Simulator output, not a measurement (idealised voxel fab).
process module | voxel capacitor over wiring
cross-section cut | 295 nm wide | cells 5 nm
A cross-section is a grid of square cells, given in bands from the top down. A band is one or more rows of cells.
Each band's line starts with the height of the band's top and of its bottom, in nm. Then come its materials from left to right, each with its width in nm. One material with "throughout" fills the band from edge to edge. "air" is empty space.
Height 0 is the level under which the wafer as received is all one material. The lowest band goes on downwards, as in "0 down".
A width such as "30 to 40" changes by the same amount from each row of cells to the next, from the band's top row to its bottom row.
"no change" after a step means that no cell of the cross-section changed.
closed voids: empty space of 8 cells or more with no open way to the top, each as width x height at its distance from the left edge, in nm
after a step's settings: what the simulator itself notes on the step
overlay nm, on a step with a mask: how far to the right of its planned place the mask lay; to the left if negative
plan
1 op RECEIVE | material Si
2 op CONFORMAL_DEP | material SiO2 | thk nm 10
3 op DIRECTIONAL_DEP | material TiN | thk nm 5
4 op DIRECTIONAL_DEP | material W | thk nm 20
5 op MASKED_ETCH | tone cover | mask id METAL_1 | width nm 30 | pitch nm 100 | etch materials W | depth nm 20 | overlay nm 0
6 op MASKED_ETCH | tone cover | mask id METAL_1 | width nm 30 | pitch nm 100 | etch materials TiN | depth nm 5 | overlay nm 0
7 op FILL_DEP | material SiO2 | thk nm 5
8 op CMP | height nm 35
9 op CONFORMAL_DEP | material SiCN | thk nm 5
10 op DIRECTIONAL_DEP | material lowk | thk nm 20
11 op MASKED_ETCH | tone open | mask id PLUG_1 | width nm 15 | etch materials lowk | depth nm 20 | overlay nm 0
12 op MASKED_ETCH | tone open | mask id PLUG_1 | width nm 15 | etch materials SiCN | depth nm 5 | overlay nm 0
13 op EPI | material Ru | thk nm 10
14 op EPI | material Ru | thk nm 10
15 op EPI | material Ru | thk nm 5
16 op DIRECTIONAL_DEP | material TiN | thk nm 5
17 op DIRECTIONAL_DEP | material Al2O3 | thk nm 5
18 op DIRECTIONAL_DEP | material TiN | thk nm 5
19 op DIRECTIONAL_DEP | material aC | thk nm 15
20 op PATTERN | tone cover | mask id UPPER_PLATE | material resist | width nm 75 | thk nm 30 | overlay nm 0
21 op DIRECTIONAL_ETCH | etch materials aC | depth nm 15
22 op STRIP | etch materials resist
23 op DIRECTIONAL_ETCH | etch materials TiN | depth nm 5
24 op DIRECTIONAL_ETCH | etch materials Al2O3 | depth nm 5
25 op STRIP | etch materials aC
26 op DIRECTIONAL_DEP | material aC | thk nm 10
27 op PATTERN | tone cover | mask id LOWER_PLATE | material resist | width nm 85 | thk nm 30 | overlay nm 0
28 op DIRECTIONAL_ETCH | etch materials aC | depth nm 10
29 op STRIP | etch materials resist
30 op DIRECTIONAL_ETCH | etch materials TiN | depth nm 5
31 op STRIP | etch materials aC
32 op FILL_DEP | material SiO2 | thk nm 20
33 op CMP | height nm 90
34 op PATTERN | tone open | mask id PLUG_2 | material resist | width nm 15 | thk nm 15 | overlay nm 0
35 op DIRECTIONAL_ETCH | etch materials SiO2 | depth nm 15
36 op STRIP | etch materials resist
37 op CONFORMAL_DEP | material TiN | thk nm 5
38 op FILL_DEP | material Ru | thk nm 10
39 op CMP | height nm 90
40 op CONFORMAL_DEP | material SiCN | thk nm 5
as received, after step 1
  0 down: Si throughout
  closed voids: none
first wafer at the end, as planned
  95 to 90: SiCN throughout
  90 to 80: SiO2 105 | TiN 5 | Ru 5 | TiN 5 | SiO2 175
  80 to 70: SiO2 105 to 95 | TiN 15 to 75 | SiO2 175 to 125
  70 to 65: SiO2 95 | Al2O3 75 | SiO2 125
  65 to 60: SiO2 90 | TiN 85 | SiO2 120
  60 to 40: lowk 95 | Ru 15 | lowk 185
  40 to 35: SiCN 95 | Ru 15 | SiCN 185
  35 to 15: SiO2 80 | W 30 | SiO2 70 | W 30 | SiO2 85
  15 to 10: SiO2 80 | TiN 30 | SiO2 70 | TiN 30 | SiO2 85
  10 to 0: SiO2 throughout
  0 down: Si throughout
  closed voids: none
second wafer at the end: like start, like plan, one mistake
  95 to 90: SiCN throughout
  90 to 80: SiO2 105 | TiN 5 | Ru 5 | TiN 5 | SiO2 175
  80 to 70: SiO2 105 to 95 | TiN 15 to 75 | SiO2 175 to 125
  70 to 65: SiO2 95 | Al2O3 75 | SiO2 125
  65 to 60: SiO2 90 | TiN 85 | SiO2 120
  60 to 40: lowk 95 | Ru 15 | lowk 185
  40 to 35: SiCN 95 | Ru 15 | SiCN 185
  35 to 15: SiO2 90 | W 30 | SiO2 70 | W 30 | SiO2 75
  15 to 10: SiO2 80 | TiN 40 | SiO2 60 | TiN 40 | SiO2 75
  10 to 0: SiO2 throughout
  0 down: Si throughout
  closed voids: none
what went wrong: step 5 ran as: op MASKED_ETCH | tone cover | mask id METAL_1 | width nm 30 | pitch nm 100 | etch materials W | depth nm 20 | overlay nm 10
at the end the second wafer has, in cells: 4 fewer of SiO2 | 4 more of TiN
